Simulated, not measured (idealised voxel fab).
Process module under the name voxel self aligned contacts
Each square cell in cross-section cut measures 5 nm, and the section as a whole is 200 nm wide.
This document writes a cross-section as a grid whose cells are square, and gives it as bands, listed from the top down; one or more rows of cells form a band.
It is stipulated that each band's entry specify, in nanometres, the height of the top of the band and then that of its bottom, followed by the materials of the band in left-to-right sequence, each together with its width in nanometres. A single material marked by the word "full width" is understood to fill the band from edge to edge; the word "air" is understood to denote empty space.
Height reference: 0 = level under which incoming wafer is all one material. Lowest band: no bottom, runs on downward, e.g. "from 0 down".
Note: "30 to 40" means the width goes from the first number (top row of the band) to the second number (bottom row) in equal steps per row of cells.
The designation "no alterations made", where it is given for a processing step, indicates that no cell of the cross-section was altered in the course of that step.
What "Internal closed voids" gives you is every empty space of 8 cells or more that is cut off from the top. Each appears as width x height at distance, with the distance taken from the left edge and width, height and distance all in nm.
If you see something after the settings on a step's line, that's the simulator's own remark about that step.
Each step line may optionally specify "overlay nm", which for a step with a mask gives the rightward distance between the mask's planned place and where it lay, a negative value indicating the leftward direction.

Intended process steps:
1 RECEIVE,material Si
2 CONFORMAL_DEP,material SiO2,thk nm 5
3 DIRECTIONAL_DEP,material polySi,thk nm 20
4 DIRECTIONAL_DEP,material SiN,thk nm 20
5 PATTERN,tone cover,mask id GATE,material resist,width nm 35,pitch nm 70,thk nm 20,overlay nm 0
6 DIRECTIONAL_ETCH,etch materials SiN,depth nm 20
7 DIRECTIONAL_ETCH,etch materials polySi,depth nm 20
8 STRIP,etch materials resist
9 CONFORMAL_DEP,material SiN,thk nm 5
10 DIRECTIONAL_ETCH,etch materials SiN,depth nm 5
11 FILL_DEP,material SiO2,thk nm 20
12 CMP,height nm 55
13 MASKED_ETCH,tone open,mask id CONTACT,width nm 55,etch materials SiO2,depth nm 55,overlay nm 0
14 CONFORMAL_DEP,material TiN,thk nm 5
15 FILL_DEP,material Ru,thk nm 5
16 CMP,height nm 55
17 CONFORMAL_DEP,material SiN,thk nm 5

Here's what the wafer looked like in cross-section when it arrived - that's after step 1:
- from 0 down  Si full width
- Internal closed voids: none

The first of the two wafers as seen in cross-section once the module was finished; processing followed the plan:
- from 60 to 55  SiN full width
- from 55 to 45  SiO2 70 nm | TiN 5 to 20 nm | Ru 45 to 15 nm | TiN 5 to 20 nm | SiO2 75 nm
- from 45 to 25  SiO2 40 nm | SiN 45 nm | TiN 5 nm | Ru 15 nm | TiN 5 nm | SiN 45 nm | SiO2 45 nm
- from 25 to 5  SiO2 40 nm | SiN 5 nm | polySi 35 nm | SiN 5 nm | TiN 5 nm | Ru 15 nm | TiN 5 nm | SiN 5 nm | polySi 35 nm | SiN 5 nm | SiO2 45 nm
- from 5 to 0  SiO2 85 nm | TiN 25 nm | SiO2 90 nm
- from 0 down  Si full width
- Internal closed voids: none

The second wafer, shown in cross-section after the module: started the same way as the first and given the same plan, yet one mistake crept into how it was run:
- from 60 to 55  SiN full width
- from 55 to 45  SiO2 70 nm | TiN 5 to 20 nm | Ru 45 to 15 nm | TiN 5 to 20 nm | SiO2 75 nm
- from 45 to 30  SiO2 40 nm | SiN 5 nm | polySi 35 nm | SiN 5 nm | TiN 5 nm | Ru 15 nm | TiN 5 nm | SiN 5 nm | polySi 35 nm | SiN 5 nm | SiO2 45 nm
- from 30 to 25  SiO2 40 nm | SiN 5 nm | polySi 35 nm | SiN 5 nm | TiN 25 nm | SiN 5 nm | polySi 35 nm | SiN 5 nm | SiO2 45 nm
- from 25 to 5  SiN full width
- from 5 to 0  SiO2 full width
- from 0 down  Si full width
- Internal closed voids: none
What was done differently from what was planned? contrary to the plan, steps 3 and 4 were processed in exchanged order
It is noted that, at the conclusion of processing, the second wafer exhibits a higher or lower cell count for certain materials relative to the first: 15 fewer of Ru; 88 more of SiN; 63 fewer of SiO2; 10 fewer of TiN
